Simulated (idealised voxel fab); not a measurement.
Name of the process module below: voxel transistor to metal
Cross-section cut: width 240 nm, square cells of 5 nm.
In this document a cross-section is written as a grid of square cells. It is given as a series of bands, listed from the top down, and a band is one or more rows of cells. For a band, the entry starts with two heights in nm, that of the top and then that of the bottom, and carries on with the band's materials in order from left to right, each alongside its width in nm; the word "everywhere" beside a single material means it fills the band edge to edge, and "air" means empty space. Height datum 0, below which the as-received substrate wafer is one material. Lowest band open at the bottom, running downward: "from 0 down". Graded width ("30..40"): value in top row of band = first number; value in bottom row = second number; row-to-row change constant. "nothing different" means the step left every cell of the cross-section as it was. "Fully sealed cavities" - sealed voids, min. 8 cells, no opening to top; format: width x height at distance (distance from left edge; nm throughout). Read whatever lies past the settings on a step's line as the simulator's own remark about the step. "overlay nm" answers the question of how far to the right of plan the mask lay on a step that has a mask, and when it is negative the answer is to the left.

-- Steps in the process plan
- 1: RECEIVE,material Si
- 2: CONFORMAL_DEP,material SiO2,thk nm 5
- 3: CONFORMAL_DEP,material SiN,thk nm 15
- 4: PATTERN,tone cover,mask id ACTIVE,material resist,width nm 95,pitch nm 115,thk nm 15,overlay nm 0
- 5: DIRECTIONAL_ETCH,etch materials SiN,depth nm 15
- 6: DIRECTIONAL_ETCH,etch materials SiO2,depth nm 5
- 7: DIRECTIONAL_ETCH,etch materials Si,depth nm 35
- 8: STRIP,etch materials resist
- 9: OXIDIZE,depth nm 5
- 10: FILL_DEP,material SiO2,thk nm 5
- 11: CMP,height nm 20
- 12: SELECTIVE_ETCH,etch materials SiO2,depth nm 10
- 13: STRIP,etch materials SiN
- 14: SELECTIVE_ETCH,etch materials SiO2,depth nm 5
- 15: OXIDIZE,depth nm 5
- 16: DIRECTIONAL_DEP,material polySi,thk nm 20
- 17: DIRECTIONAL_DEP,material SiCN,thk nm 15
- 18: DIRECTIONAL_DEP,material aC,thk nm 15
- 19: PATTERN,tone cover,mask id GATE,material resist,width nm 15,pitch nm 115,thk nm 30,overlay nm 0
- 20: DIRECTIONAL_ETCH,etch materials aC,depth nm 15
- 21: STRIP,etch materials resist
- 22: DIRECTIONAL_ETCH,etch materials SiCN,depth nm 25
- 23: DIRECTIONAL_ETCH,etch materials polySi,depth nm 30
- 24: STRIP,etch materials aC
- 25: CONFORMAL_DEP,material SiN,thk nm 10
- 26: DIRECTIONAL_ETCH,etch materials SiN,depth nm 10
- 27: DIRECTIONAL_ETCH,etch materials SiO2,depth nm 5
- 28: DIRECTIONAL_ETCH,etch materials Si,depth nm 10
- 29: EPI,material pSi,thk nm 10
- 30: FILL_DEP,material SiO2,thk nm 10
- 31: CMP,height nm 35
- 32: DIRECTIONAL_DEP,material SiO2,thk nm 10
- 33: PATTERN,tone open,mask id CONTACT,material resist,width nm 30,thk nm 15,overlay nm 0
- 34: DIRECTIONAL_ETCH,etch materials SiO2,depth nm 50
- 35: STRIP,etch materials resist
- 36: CONFORMAL_DEP,material TiN,thk nm 5
- 37: FILL_DEP,material Ru,thk nm 5
- 38: CMP,height nm 45
- 39: DIRECTIONAL_DEP,material TiN,thk nm 5
- 40: DIRECTIONAL_DEP,material W,thk nm 15
- 41: MASKED_ETCH,tone cover,mask id METAL_1,width nm 15,etch materials W,depth nm 15,overlay nm 0
- 42: MASKED_ETCH,tone cover,mask id METAL_1,width nm 15,etch materials TiN,depth nm 5,overlay nm 0
- 43: FILL_DEP,material SiO2,thk nm 5
- 44: CMP,height nm 65
- 45: CONFORMAL_DEP,material SiN,thk nm 5

-- Account of the first of two wafers, which was processed as intended

-- Cross-section, incoming material, after step 1
  from 0 down  Si everywhere
  Fully sealed cavities: none

-- Cross-section of the wafer after step 2
  from 5 to 0  SiO2 everywhere
  Below 0 it's all the same as before, nothing changed down there.

-- Cross-section of the wafer after step 3
  from 20 to 5  SiN everywhere
  Below 5 it's all the same as before, nothing changed down there.

-- Cross-section of the wafer after step 4
  from 35 to 20  15 air | 95 resist | 20 air | 95 resist | 15 air
  Below 20 it's all the same as before, nothing changed down there.

-- Cross-section of the wafer after step 5
  from 35 to 20  15 air | 95 resist | 20 air | 95 resist | 15 air
  from 20 to 5  15 air | 95 SiN | 20 air | 95 SiN | 15 air
  Below 5 it's all the same as before, nothing changed down there.

-- Cross-section of the wafer after step 6
  from 35 to 20  15 air | 95 resist | 20 air | 95 resist | 15 air
  from 20 to 5  15 air | 95 SiN | 20 air | 95 SiN | 15 air
  from 5 to 0  15 air | 95 SiO2 | 20 air | 95 SiO2 | 15 air
  Below 0 it's all the same as before, nothing changed down there.

-- Cross-section of the wafer after step 7
  from 35 to 20  15 air | 95 resist | 20 air | 95 resist | 15 air
  from 20 to 5  15 air | 95 SiN | 20 air | 95 SiN | 15 air
  from 5 to 0  15 air | 95 SiO2 | 20 air | 95 SiO2 | 15 air
  from 0 to -35  15 air | 95 Si | 20 air | 95 Si | 15 air
  Below -35 it's all the same as before, nothing changed down there.

-- Cross-section of the wafer after step 8
  from 20 to 5  15 air | 95 SiN | 20 air | 95 SiN | 15 air
  Below 5 it's all the same as before, nothing changed down there.

-- Cross-section of the wafer after step 9
  from 20 to 5  15 air | 95 SiN | 20 air | 95 SiN | 15 air
  from 5 to 0  15 air | 95 SiO2 | 20 air | 95 SiO2 | 15 air
  from 0 to -35  15 air | 5 SiO2 | 85 Si | 5 SiO2 | 20 air | 5 SiO2 | 85 Si | 5 SiO2 | 15 air
  from -35 to -40  20 SiO2 | 85 Si | 30 SiO2 | 85 Si | 20 SiO2
  Below -40 it's all the same as before, nothing changed down there.

-- Cross-section of the wafer after step 10
  from 25 to 20  SiO2 everywhere
  from 20 to 5  15 SiO2 | 95 SiN | 20 SiO2 | 95 SiN | 15 SiO2
  from 5 to 0  SiO2 everywhere
  from 0 to -40  20 SiO2 | 85 Si | 30 SiO2 | 85 Si | 20 SiO2
  Below -40 it's all the same as before, nothing changed down there.

-- Cross-section of the wafer after step 11
  from 20 to 5  15 SiO2 | 95 SiN | 20 SiO2 | 95 SiN | 15 SiO2
  Below 5 it's all the same as before, nothing changed down there.

-- Cross-section of the wafer after step 12
  from 20 to 10  15 air | 95 SiN | 20 air | 95 SiN | 15 air
  Below 10 it's all the same as before, nothing changed down there.

-- Cross-section of the wafer after step 13
  from 10 to 5  15 SiO2 | 95 air | 20 SiO2 | 95 air | 15 SiO2
  Below 5 it's all the same as before, nothing changed down there.

-- Cross-section of the wafer after step 14
  from 5 to 0  10 SiO2 | 105 air | 10 SiO2 | 105 air | 10 SiO2
  Below 0 it's all the same as before, nothing changed down there.

-- Cross-section of the wafer after step 15
  from 5 to 0  10 SiO2 | 105 air | 10 SiO2 | 105 air | 10 SiO2
  from 0 to -5  SiO2 everywhere
  Below -5 it's all the same as before, nothing changed down there.

-- Cross-section of the wafer after step 16
  from 25 to 20  10 polySi | 105 air | 10 polySi | 105 air | 10 polySi
  from 20 to 5  polySi everywhere
  from 5 to 0  10 SiO2 | 105 polySi | 10 SiO2 | 105 polySi | 10 SiO2
  Below 0 it's all the same as before, nothing changed down there.

-- Cross-section of the wafer after step 17
  from 40 to 35  10 SiCN | 105 air | 10 SiCN | 105 air | 10 SiCN
  from 35 to 25  SiCN everywhere
  from 25 to 20  10 polySi | 105 SiCN | 10 polySi | 105 SiCN | 10 polySi
  Below 20 it's all the same as before, nothing changed down there.

-- Cross-section of the wafer after step 18
  from 55 to 50  10 aC | 105 air | 10 aC | 105 air | 10 aC
  from 50 to 40  aC everywhere
  from 40 to 35  10 SiCN | 105 aC | 10 SiCN | 105 aC | 10 SiCN
  Below 35 it's all the same as before, nothing changed down there.

-- Cross-section of the wafer after step 19
  from 85 to 55  55 air | 15 resist | 100 air | 15 resist | 55 air
  from 55 to 50  10 aC | 45 air | 15 resist | 45 air | 10 aC | 45 air | 15 resist | 45 air | 10 aC
  Below 50 it's all the same as before, nothing changed down there.

-- Cross-section of the wafer after step 20
  from 70 to 50  55 air | 15 resist | 100 air | 15 resist | 55 air
  from 50 to 40  55 air | 15 aC | 100 air | 15 aC | 55 air
  from 40 to 35  10 SiCN | 45 air | 15 aC | 45 air | 10 SiCN | 45 air | 15 aC | 45 air | 10 SiCN
  Below 35 it's all the same as before, nothing changed down there.

-- Cross-section of the wafer after step 21
  from 50 to 40  55 air | 15 aC | 100 air | 15 aC | 55 air
  Below 40 it's all the same as before, nothing changed down there.

-- Cross-section of the wafer after step 22
  from 50 to 35  55 air | 15 aC | 100 air | 15 aC | 55 air
  from 35 to 25  55 air | 15 SiCN | 100 air | 15 SiCN | 55 air
  from 25 to 20  10 polySi | 45 air | 15 SiCN | 45 air | 10 polySi | 45 air | 15 SiCN | 45 air | 10 polySi
  Below 20 it's all the same as before, nothing changed down there.

-- Cross-section of the wafer after step 23
  from 50 to 35  55 air | 15 aC | 100 air | 15 aC | 55 air
  from 35 to 20  55 air | 15 SiCN | 100 air | 15 SiCN | 55 air
  from 20 to 5  55 air | 15 polySi | 100 air | 15 polySi | 55 air
  from 5 to 0  10 SiO2 | 45 air | 15 polySi | 45 air | 10 SiO2 | 45 air | 15 polySi | 45 air | 10 SiO2
  Below 0 it's all the same as before, nothing changed down there.

-- Cross-section of the wafer after step 24
  from 35 to 20  55 air | 15 SiCN | 100 air | 15 SiCN | 55 air
  Below 20 it's all the same as before, nothing changed down there.

-- Cross-section of the wafer after step 25
  from 45 to 35  45 air | 35 SiN | 80 air | 35 SiN | 45 air
  from 35 to 20  45 air | 10 SiN | 15 SiCN | 10 SiN | 80 air | 10 SiN | 15 SiCN | 10 SiN | 45 air
  from 20 to 15  45 air | 10 SiN | 15 polySi | 10 SiN | 80 air | 10 SiN | 15 polySi | 10 SiN | 45 air
  from 15 to 10  20 SiN | 25 air | 10 SiN | 15 polySi | 10 SiN | 25 air | 30 SiN | 25 air | 10 SiN | 15 polySi | 10 SiN | 25 air | 20 SiN
  from 10 to 5  55 SiN | 15 polySi | 100 SiN | 15 polySi | 55 SiN
  from 5 to 0  10 SiO2 | 45 SiN | 15 polySi | 45 SiN | 10 SiO2 | 45 SiN | 15 polySi | 45 SiN | 10 SiO2
  Below 0 it's all the same as before, nothing changed down there.

-- Cross-section of the wafer after step 26
  from 35 to 20  45 air | 10 SiN | 15 SiCN | 10 SiN | 80 air | 10 SiN | 15 SiCN | 10 SiN | 45 air
  from 20 to 5  45 air | 10 SiN | 15 polySi | 10 SiN | 80 air | 10 SiN | 15 polySi | 10 SiN | 45 air
  from 5 to 0  10 SiO2 | 10 SiN | 25 air | 10 SiN | 15 polySi | 10 SiN | 25 air | 10 SiN | 10 SiO2 | 10 SiN | 25 air | 10 SiN | 15 polySi | 10 SiN | 25 air | 10 SiN | 10 SiO2
  Below 0 it's all the same as before, nothing changed down there.

-- Cross-section of the wafer after step 27
  from 35 to 20  45 air | 10 SiN | 15 SiCN | 10 SiN | 80 air | 10 SiN | 15 SiCN | 10 SiN | 45 air
  from 20 to 5  45 air | 10 SiN | 15 polySi | 10 SiN | 80 air | 10 SiN | 15 polySi | 10 SiN | 45 air
  from 5 to 0  10 air | 10 SiN | 25 air | 10 SiN | 15 polySi | 10 SiN | 25 air | 10 SiN | 10 air | 10 SiN | 25 air | 10 SiN | 15 polySi | 10 SiN | 25 air | 10 SiN | 10 air
  from 0 to -5  20 SiO2 | 25 air | 35 SiO2 | 25 air | 30 SiO2 | 25 air | 35 SiO2 | 25 air | 20 SiO2
  Below -5 it's all the same as before, nothing changed down there.

-- Cross-section of the wafer after step 28
  from 35 to 20  45 air | 10 SiN | 15 SiCN | 10 SiN | 80 air | 10 SiN | 15 SiCN | 10 SiN | 45 air
  from 20 to 5  45 air | 10 SiN | 15 polySi | 10 SiN | 80 air | 10 SiN | 15 polySi | 10 SiN | 45 air
  from 5 to 0  10 air | 10 SiN | 25 air | 10 SiN | 15 polySi | 10 SiN | 25 air | 10 SiN | 10 air | 10 SiN | 25 air | 10 SiN | 15 polySi | 10 SiN | 25 air | 10 SiN | 10 air
  from 0 to -5  20 SiO2 | 25 air | 35 SiO2 | 25 air | 30 SiO2 | 25 air | 35 SiO2 | 25 air | 20 SiO2
  from -5 to -15  20 SiO2 | 25 air | 35 Si | 25 air | 30 SiO2 | 25 air | 35 Si | 25 air | 20 SiO2
  Below -15 it's all the same as before, nothing changed down there.

-- Cross-section of the wafer after step 29
  from 35 to 20  45 air | 10 SiN | 15 SiCN | 10 SiN | 80 air | 10 SiN | 15 SiCN | 10 SiN | 45 air
  from 20 to 5  45 air | 10 SiN | 15 polySi | 10 SiN | 80 air | 10 SiN | 15 polySi | 10 SiN | 45 air
  from 5 to 0  10 air | 10 SiN | 15 air | 10 pSi | 10 SiN | 15 polySi | 10 SiN | 10 pSi | 15 air | 10 SiN | 10 air | 10 SiN | 15 air | 10 pSi | 10 SiN | 15 polySi | 10 SiN | 10 pSi | 15 air | 10 SiN | 10 air
  from 0 to -5  20 SiO2 | 15 air | 10 pSi | 35 SiO2 | 10 pSi | 15 air | 30 SiO2 | 15 air | 10 pSi | 35 SiO2 | 10 pSi | 15 air | 20 SiO2
  from -5 to -15  20 SiO2 | 25 pSi | 35 Si | 25 pSi | 30 SiO2 | 25 pSi | 35 Si | 25 pSi | 20 SiO2
  Below -15 it's all the same as before, nothing changed down there.

-- Cross-section of the wafer after step 30
  from 45 to 35  SiO2 everywhere
  from 35 to 20  45 SiO2 | 10 SiN | 15 SiCN | 10 SiN | 80 SiO2 | 10 SiN | 15 SiCN | 10 SiN | 45 SiO2
  from 20 to 5  45 SiO2 | 10 SiN | 15 polySi | 10 SiN | 80 SiO2 | 10 SiN | 15 polySi | 10 SiN | 45 SiO2
  from 5 to 0  10 SiO2 | 10 SiN | 15 SiO2 | 10 pSi | 10 SiN | 15 polySi | 10 SiN | 10 pSi | 15 SiO2 | 10 SiN | 10 SiO2 | 10 SiN | 15 SiO2 | 10 pSi | 10 SiN | 15 polySi | 10 SiN | 10 pSi | 15 SiO2 | 10 SiN | 10 SiO2
  from 0 to -5  35 SiO2 | 10 pSi | 35 SiO2 | 10 pSi | 60 SiO2 | 10 pSi | 35 SiO2 | 10 pSi | 35 SiO2
  Below -5 it's all the same as before, nothing changed down there.

-- Cross-section of the wafer after step 31
  from 35 to 20  45 SiO2 | 10 SiN | 15 SiCN | 10 SiN | 80 SiO2 | 10 SiN | 15 SiCN | 10 SiN | 45 SiO2
  Below 20 it's all the same as before, nothing changed down there.

-- Cross-section of the wafer after step 32
  from 45 to 35  SiO2 everywhere
  Below 35 it's all the same as before, nothing changed down there.

-- Cross-section of the wafer after step 33
  from 60 to 45  20 resist | 30 air | 25 resist | 30 air | 30 resist | 30 air | 25 resist | 30 air | 20 resist
  Below 45 it's all the same as before, nothing changed down there.

-- Cross-section of the wafer after step 34
  from 60 to 45  20 resist | 30 air | 25 resist | 30 air | 30 resist | 30 air | 25 resist | 30 air | 20 resist
  from 45 to 35  20 SiO2 | 30 air | 25 SiO2 | 30 air | 30 SiO2 | 30 air | 25 SiO2 | 30 air | 20 SiO2
  from 35 to 20  20 SiO2 | 25 air | 10 SiN | 15 SiCN | 10 SiN | 25 air | 30 SiO2 | 25 air | 10 SiN | 15 SiCN | 10 SiN | 25 air | 20 SiO2
  from 20 to 5  20 SiO2 | 25 air | 10 SiN | 15 polySi | 10 SiN | 25 air | 30 SiO2 | 25 air | 10 SiN | 15 polySi | 10 SiN | 25 air | 20 SiO2
  from 5 to 0  10 SiO2 | 10 SiN | 15 air | 10 pSi | 10 SiN | 15 polySi | 10 SiN | 10 pSi | 15 air | 10 SiN | 10 SiO2 | 10 SiN | 15 air | 10 pSi | 10 SiN | 15 polySi | 10 SiN | 10 pSi | 15 air | 10 SiN | 10 SiO2
  from 0 to -5  20 SiO2 | 15 air | 10 pSi | 35 SiO2 | 10 pSi | 15 air | 30 SiO2 | 15 air | 10 pSi | 35 SiO2 | 10 pSi | 15 air | 20 SiO2
  Below -5 it's all the same as before, nothing changed down there.

-- Cross-section of the wafer after step 35
  from 45 to 35  20 SiO2 | 30 air | 25 SiO2 | 30 air | 30 SiO2 | 30 air | 25 SiO2 | 30 air | 20 SiO2
  Below 35 it's all the same as before, nothing changed down there.

-- Cross-section of the wafer after step 36
  from 50 to 45  25 TiN | 20 air | 35 TiN | 20 air | 40 TiN | 20 air | 35 TiN | 20 air | 25 TiN
  from 45 to 35  20 SiO2 | 5 TiN | 20..15 air | 5..10 TiN | 25 SiO2 | 5..10 TiN | 20..15 air | 5 TiN | 30 SiO2 | 5 TiN | 20..15 air | 5..10 TiN | 25 SiO2 | 5..10 TiN | 20..15 air | 5 TiN | 20 SiO2
  from 35 to 20  20 SiO2 | 5 TiN | 15 air | 5 TiN | 10 SiN | 15 SiCN | 10 SiN | 5 TiN | 15 air | 5 TiN | 30 SiO2 | 5 TiN | 15 air | 5 TiN | 10 SiN | 15 SiCN | 10 SiN | 5 TiN | 15 air | 5 TiN | 20 SiO2
  from 20 to 10  20 SiO2 | 5 TiN | 15 air | 5 TiN | 10 SiN | 15 polySi | 10 SiN | 5 TiN | 15 air | 5 TiN | 30 SiO2 | 5 TiN | 15 air | 5 TiN | 10 SiN | 15 polySi | 10 SiN | 5 TiN | 15 air | 5 TiN | 20 SiO2
  from 10 to 5  20 SiO2 | 5 TiN | 5 air | 15 TiN | 10 SiN | 15 polySi | 10 SiN | 15 TiN | 5 air | 5 TiN | 30 SiO2 | 5 TiN | 5 air | 15 TiN | 10 SiN | 15 polySi | 10 SiN | 15 TiN | 5 air | 5 TiN | 20 SiO2
  from 5 to 0  10 SiO2 | 10 SiN | 5 TiN | 5 air | 5 TiN | 10 pSi | 10 SiN | 15 polySi | 10 SiN | 10 pSi | 5 TiN | 5 air | 5 TiN | 10 SiN | 10 SiO2 | 10 SiN | 5 TiN | 5 air | 5 TiN | 10 pSi | 10 SiN | 15 polySi | 10 SiN | 10 pSi | 5 TiN | 5 air | 5 TiN | 10 SiN | 10 SiO2
  from 0 to -5  20 SiO2 | 15 TiN | 10 pSi | 35 SiO2 | 10 pSi | 15 TiN | 30 SiO2 | 15 TiN | 10 pSi | 35 SiO2 | 10 pSi | 15 TiN | 20 SiO2
  Below -5 it's all the same as before, nothing changed down there.

-- Cross-section of the wafer after step 37
  from 55 to 50  Ru everywhere
  from 50 to 45  25 TiN | 20 Ru | 35 TiN | 20 Ru | 40 TiN | 20 Ru | 35 TiN | 20 Ru | 25 TiN
  from 45 to 35  20 SiO2 | 5 TiN | 20..15 Ru | 5..10 TiN | 25 SiO2 | 5..10 TiN | 20..15 Ru | 5 TiN | 30 SiO2 | 5 TiN | 20..15 Ru | 5..10 TiN | 25 SiO2 | 5..10 TiN | 20..15 Ru | 5 TiN | 20 SiO2
  from 35 to 20  20 SiO2 | 5 TiN | 15 Ru | 5 TiN | 10 SiN | 15 SiCN | 10 SiN | 5 TiN | 15 Ru | 5 TiN | 30 SiO2 | 5 TiN | 15 Ru | 5 TiN | 10 SiN | 15 SiCN | 10 SiN | 5 TiN | 15 Ru | 5 TiN | 20 SiO2
  from 20 to 10  20 SiO2 | 5 TiN | 15 Ru | 5 TiN | 10 SiN | 15 polySi | 10 SiN | 5 TiN | 15 Ru | 5 TiN | 30 SiO2 | 5 TiN | 15 Ru | 5 TiN | 10 SiN | 15 polySi | 10 SiN | 5 TiN | 15 Ru | 5 TiN | 20 SiO2
  from 10 to 5  20 SiO2 | 5 TiN | 5 Ru | 15 TiN | 10 SiN | 15 polySi | 10 SiN | 15 TiN | 5 Ru | 5 TiN | 30 SiO2 | 5 TiN | 5 Ru | 15 TiN | 10 SiN | 15 polySi | 10 SiN | 15 TiN | 5 Ru | 5 TiN | 20 SiO2
  from 5 to 0  10 SiO2 | 10 SiN | 5 TiN | 5 Ru | 5 TiN | 10 pSi | 10 SiN | 15 polySi | 10 SiN | 10 pSi | 5 TiN | 5 Ru | 5 TiN | 10 SiN | 10 SiO2 | 10 SiN | 5 TiN | 5 Ru | 5 TiN | 10 pSi | 10 SiN | 15 polySi | 10 SiN | 10 pSi | 5 TiN | 5 Ru | 5 TiN | 10 SiN | 10 SiO2
  Below 0 it's all the same as before, nothing changed down there.

-- Cross-section of the wafer after step 38
  from 45 to 35  20 SiO2 | 5 TiN | 20..15 Ru | 5..10 TiN | 25 SiO2 | 5..10 TiN | 20..15 Ru | 5 TiN | 30 SiO2 | 5 TiN | 20..15 Ru | 5..10 TiN | 25 SiO2 | 5..10 TiN | 20..15 Ru | 5 TiN | 20 SiO2
  Below 35 it's all the same as before, nothing changed down there.

-- Cross-section of the wafer after step 39
  from 50 to 45  TiN everywhere
  Below 45 it's all the same as before, nothing changed down there.

-- Cross-section of the wafer after step 40
  from 65 to 50  W everywhere
  Below 50 it's all the same as before, nothing changed down there.

-- Cross-section of the wafer after step 41
  from 65 to 50  20 air | 15 W | 55 air | 15 W | 30 air | 15 W | 55 air | 15 W | 20 air
  Below 50 it's all the same as before, nothing changed down there.

-- Cross-section of the wafer after step 42
  from 65 to 50  20 air | 15 W | 55 air | 15 W | 30 air | 15 W | 55 air | 15 W | 20 air
  from 50 to 45  20 air | 15 TiN | 55 air | 15 TiN | 30 air | 15 TiN | 55 air | 15 TiN | 20 air
  Below 45 it's all the same as before, nothing changed down there.

-- Cross-section of the wafer after step 43
  from 70 to 65  SiO2 everywhere
  from 65 to 50  20 SiO2 | 15 W | 55 SiO2 | 15 W | 30 SiO2 | 15 W | 55 SiO2 | 15 W | 20 SiO2
  from 50 to 45  20 SiO2 | 15 TiN | 55 SiO2 | 15 TiN | 30 SiO2 | 15 TiN | 55 SiO2 | 15 TiN | 20 SiO2
  Below 45 it's all the same as before, nothing changed down there.

-- Cross-section of the wafer after step 44
  from 65 to 50  20 SiO2 | 15 W | 55 SiO2 | 15 W | 30 SiO2 | 15 W | 55 SiO2 | 15 W | 20 SiO2
  Below 50 it's all the same as before, nothing changed down there.

-- Cross-section of the wafer after step 45
  from 70 to 65  SiN everywhere
  Below 65 it's all the same as before, nothing changed down there.

-- What follows concerns the second wafer, which started out like the first and was meant to follow the very same plan; one mistake crept in when it was run, but everything up to and including step 38 is the same as for the first wafer

-- What the second wafer looks like in cross-section when step 39 should have wrapped up
  from 60 to 45  W everywhere
  Below 45 it's all the same as before, nothing changed down there.

-- What the second wafer looks like in cross-section when step 40 should have wrapped up
  from 65 to 60  TiN everywhere
  Below 60 it's all the same as before, nothing changed down there.

What the second wafer looks like in cross-section when step 41 should have wrapped up: nothing different

-- What the second wafer looks like in cross-section when step 42 should have wrapped up
  from 65 to 60  20 air | 15 TiN | 55 air | 15 TiN | 30 air | 15 TiN | 55 air | 15 TiN | 20 air
  Below 60 it's all the same as before, nothing changed down there.

-- What the second wafer looks like in cross-section when step 43 should have wrapped up
  from 70 to 65  SiO2 everywhere
  from 65 to 60  20 SiO2 | 15 TiN | 55 SiO2 | 15 TiN | 30 SiO2 | 15 TiN | 55 SiO2 | 15 TiN | 20 SiO2
  Below 60 it's all the same as before, nothing changed down there.

-- What the second wafer looks like in cross-section when step 44 should have wrapped up
  from 65 to 60  20 SiO2 | 15 TiN | 55 SiO2 | 15 TiN | 30 SiO2 | 15 TiN | 55 SiO2 | 15 TiN | 20 SiO2
  Below 60 it's all the same as before, nothing changed down there.

-- What the second wafer looks like in cross-section when step 45 should have wrapped up
  from 70 to 65  SiN everywhere
  Below 65 it's all the same as before, nothing changed down there.
Misprocessing identified: sequence error: steps 39 and 40 interchanged
Bottom line after processing is that, in cells, the second wafer is up or down on some materials versus the first: 108 fewer of SiO2 | 108 more of W
